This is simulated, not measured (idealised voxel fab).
Process module, titled voxel wiring stack
Xsec cut, 285 nm wide, square cell size 5 nm.
Format of a cross-section: grid, square cells. Given as bands. Order: top down. Band: one or more rows of cells. A band entry consists of two parts. The first gives the height of the band's top and the height of its bottom, in nm. The rest lists the band's materials from left to right, each with its width in nm. A single material labelled with the word "all across" fills the band from edge to edge, and the word "blank" marks empty space. Below 0: as-received wafer, all one material; heights counted from there. Lowest band: no bottom, goes on down, written "z 0 and below". Width "30->40": first value at the band's top row of cells, second value at its bottom row, equal change from row to row. What does "nothing different" mean for a step? It means no cell of the cross-section changed in that step. "Voids, enclosed" lists enclosed empty spaces (at least 8 cells, no open path upward to the top), each as width x height at distance from the left edge, in nm. The remark found on a step's line after its settings is issued by the simulator itself and pertains to that step. overlay nm: mask right of planned place by this much (step with mask). Neg. = left.
-- This section lists the process steps that were planned
1 RECEIVE, material Si
2 CONFORMAL_DEP, material SiO2, thk nm 15
3 CONFORMAL_DEP, material SiCN, thk nm 5
4 DIRECTIONAL_DEP, material lowk, thk nm 25
5 MASKED_ETCH, tone open, mask id METAL_1, width nm 25, pitch nm 50, etch materials lowk, depth nm 25, overlay nm 0
6 MASKED_ETCH, tone open, mask id METAL_1, width nm 25, pitch nm 50, etch materials SiCN, depth nm 5, overlay nm 0
7 CONFORMAL_DEP, material TiN, thk nm 5
8 FILL_DEP, material Cu, thk nm 10
9 CMP, height nm 45
10 CONFORMAL_DEP, material SiCN, thk nm 5
11 DIRECTIONAL_DEP, material lowk, thk nm 15
12 DIRECTIONAL_DEP, material aC, thk nm 10
13 PATTERN, tone open, mask id PLUG_1, material resist, width nm 15, pitch nm 50, thk nm 25, overlay nm 0
14 DIRECTIONAL_ETCH, etch materials aC, depth nm 10
15 STRIP, etch materials resist
16 DIRECTIONAL_ETCH, etch materials lowk, depth nm 15
17 DIRECTIONAL_ETCH, etch materials SiCN, depth nm 5
18 STRIP, etch materials aC
19 CONFORMAL_DEP, material TiN, thk nm 5
20 FILL_DEP, material Cu, thk nm 5
21 CMP, height nm 65
22 CONFORMAL_DEP, material SiCN, thk nm 5
23 DIRECTIONAL_DEP, material SiO2, thk nm 25
24 DIRECTIONAL_DEP, material aC, thk nm 15
25 PATTERN, tone open, mask id METAL_2, material resist, width nm 25, pitch nm 50, thk nm 30, overlay nm 0
26 DIRECTIONAL_ETCH, etch materials aC, depth nm 15
27 STRIP, etch materials resist
28 DIRECTIONAL_ETCH, etch materials SiO2, depth nm 25
29 DIRECTIONAL_ETCH, etch materials SiCN, depth nm 5
30 STRIP, etch materials aC
31 CONFORMAL_DEP, material TiN, thk nm 5
32 FILL_DEP, material Cu, thk nm 10
33 CMP, height nm 95
34 EPI, material Ru, thk nm 5
35 FILL_DEP, material SiCN, thk nm 5
36 DIRECTIONAL_DEP, material SiO2, thk nm 30
37 MASKED_ETCH, tone open, mask id METAL_3_HOLES, width nm 15, pitch nm 50, etch materials SiO2, depth nm 30, overlay nm 0
38 DIRECTIONAL_DEP, material aC, thk nm 15
39 PATTERN, tone open, mask id METAL_3, material resist, width nm 25, pitch nm 50, thk nm 30, overlay nm 0
40 DIRECTIONAL_ETCH, etch materials aC, depth nm 15
41 STRIP, etch materials resist
42 DIRECTIONAL_ETCH, etch materials SiO2, depth nm 20
43 DIRECTIONAL_ETCH, etch materials SiCN, depth nm 5
44 STRIP, etch materials aC
45 CONFORMAL_DEP, material TiN, thk nm 5
46 FILL_DEP, material Cu, thk nm 10
47 CMP, height nm 135
48 CONFORMAL_DEP, material SiCN, thk nm 5
-- Cross-section of the incoming wafer, state after step 1
  z 0 and below  Si all across
  Voids, enclosed: none
-- The cross-section shown corresponds to the wafer at the conclusion of the module. The initial structure and the process plan are those presented above; however, one mistake occurred in executing the plan
  z 150 to 135  SiCN all across
  z 135 to 120  SiO2: 55  TiN: 5  Cu: 15  TiN: 5  SiO2: 25  TiN: 5  Cu: 15  TiN: 5  SiO2: 25  TiN: 5  Cu: 15  TiN: 5  SiO2: 25  TiN: 5  Cu: 15  TiN: 5  SiO2: 55
  z 120 to 115  SiO2: 55  TiN: 5  Cu: 5  TiN: 15  SiO2: 25  TiN: 5  Cu: 5  TiN: 15  SiO2: 25  TiN: 5  Cu: 5  TiN: 15  SiO2: 25  TiN: 5  Cu: 5  TiN: 15  SiO2: 55
  z 115 to 105  SiO2: 55  TiN: 5  Cu: 5  TiN: 5  SiO2: 35  TiN: 5  Cu: 5  TiN: 5  SiO2: 35  TiN: 5  Cu: 5  TiN: 5  SiO2: 35  TiN: 5  Cu: 5  TiN: 5  SiO2: 65
  z 105 to 100  SiCN: 55  TiN: 15  SiCN: 35  TiN: 15  SiCN: 35  TiN: 15  SiCN: 35  TiN: 15  SiCN: 65
  z 100 to 95  SiCN: 50  Ru: 35  SiCN: 15  Ru: 35  SiCN: 15  Ru: 35  SiCN: 15  Ru: 35  SiCN: 50
  z 95 to 70  SiO2: 55  TiN: 5  Cu: 15  TiN: 5  SiO2: 25  TiN: 5  Cu: 15  TiN: 5  SiO2: 25  TiN: 5  Cu: 15  TiN: 5  SiO2: 25  TiN: 5  Cu: 15  TiN: 5  SiO2: 55
  z 70 to 65  SiCN: 55  TiN: 25  SiCN: 25  TiN: 25  SiCN: 25  TiN: 25  SiCN: 25  TiN: 25  SiCN: 55
  z 65 to 50  lowk: 55  TiN: 5  Cu: 5  TiN: 5  lowk: 35  TiN: 5  Cu: 5  TiN: 5  lowk: 35  TiN: 5  Cu: 5  TiN: 5  lowk: 35  TiN: 5  Cu: 5  TiN: 5  lowk: 65
  z 50 to 45  SiCN: 55  TiN: 15  SiCN: 35  TiN: 15  SiCN: 35  TiN: 15  SiCN: 35  TiN: 15  SiCN: 65
  z 45 to 20  lowk: 55  TiN: 5  Cu: 15  TiN: 5  lowk: 25  TiN: 5  Cu: 15  TiN: 5  lowk: 25  TiN: 5  Cu: 15  TiN: 5  lowk: 25  TiN: 5  Cu: 15  TiN: 5  lowk: 55
  z 20 to 15  SiCN: 55  TiN: 25  SiCN: 25  TiN: 25  SiCN: 25  TiN: 25  SiCN: 25  TiN: 25  SiCN: 55
  z 15 to 0  SiO2 all across
  z 0 and below  Si all across
  Voids, enclosed: none
Which mistake was made when the wafer was run? step 48 went in with a setting other than planned; the actual run was CONFORMAL_DEP, material SiCN, thk nm 15
